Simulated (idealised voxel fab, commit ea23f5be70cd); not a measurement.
Process module name: voxel double patterning
The figure presents cross-section cut, which has a width of 250 nm and is divided into square cells with an edge length of 5 nm.
Reading order for cross-sections: top band down to bottom band. Underlying form: a grid of square cells. Band size: one or more rows of cells.
First you get the band's top height and its bottom height, in nm, and then the materials it's made of, left to right, with each width in nm. If you see a single material with "edge to edge", that one covers the band edge to edge. "blank" is empty space.
Ref level 0: as-received wafer is one material below here. Bottom band extends down with no lower bound ("0 -> down").
A two-number width, for instance "30 to 40", indicates that the width is equal to the first number in the top row of the band and to the second number in the bottom row, and that it changes by a constant amount per row of cells.
Step marked "stayed the same"? Then no cell in the cross-section changed in it.
The list in "Closed cavity list" covers empty spaces of 8 cells or more that cannot reach the top through any open way, and it gives each as width x height at distance; the distance is from the left edge, and width, height and distance are in nm.
If you see something after the settings on a step's line, that's the simulator's own remark about that step.
"overlay nm" answers the question of how far to the right of plan the mask lay on a step that has a mask, and when it is negative the answer is to the left.

**So here's the lineup of process steps we planned**
- 1: RECEIVE [material Si]
- 2: CONFORMAL_DEP [material SiO2] [thk nm 5]
- 3: DIRECTIONAL_DEP [material polySi] [thk nm 10]
- 4: DIRECTIONAL_DEP [material SiCN] [thk nm 10]
- 5: DIRECTIONAL_DEP [material aC] [thk nm 10]
- 6: PATTERN [tone open] [mask id FIRST] [material resist] [width nm 15] [pitch nm 50] [thk nm 25] [overlay nm 0]
- 7: DIRECTIONAL_ETCH [etch materials aC] [depth nm 10]
- 8: STRIP [etch materials resist]
- 9: DIRECTIONAL_ETCH [etch materials SiCN] [depth nm 10]
- 10: STRIP [etch materials aC]
- 11: PATTERN [tone open] [mask id SECOND] [material resist] [width nm 15] [pitch nm 50] [thk nm 20] [overlay nm 0]
- 12: DIRECTIONAL_ETCH [etch materials SiCN] [depth nm 10]
- 13: STRIP [etch materials resist]
- 14: DIRECTIONAL_ETCH [etch materials polySi] [depth nm 10]
- 15: STRIP [etch materials SiCN]

**Cross-section of the wafer as it came to us, i.e., already through step 1**
  0 -> down: Si edge to edge
  Closed cavity list: none

**Looking at the first of two wafers in cross-section at end of module - ran to plan**
  15 -> 5: 65 nm polySi  15 nm blank  10 nm polySi  15 nm blank  10 nm polySi  15 nm blank  10 nm polySi  15 nm blank  10 nm polySi  15 nm blank  70 nm polySi
  5 -> 0: SiO2 edge to edge
  0 -> down: Si edge to edge
  Closed cavity list: none

**Second of two wafers, module complete, sectioned: it shares the first wafer's start and plan but was run with one mistake**
  10 -> 0: 65 nm polySi  15 nm blank  10 nm polySi  15 nm blank  10 nm polySi  15 nm blank  10 nm polySi  15 nm blank  10 nm polySi  15 nm blank  70 nm polySi
  0 -> down: Si edge to edge
  Closed cavity list: none
So what did we get wrong on this run? step 2 from the plan never happened, it was just skipped
The final cell counts differ between the wafers, with the second having more or fewer of some materials than the first: SiO2: 50 fewer
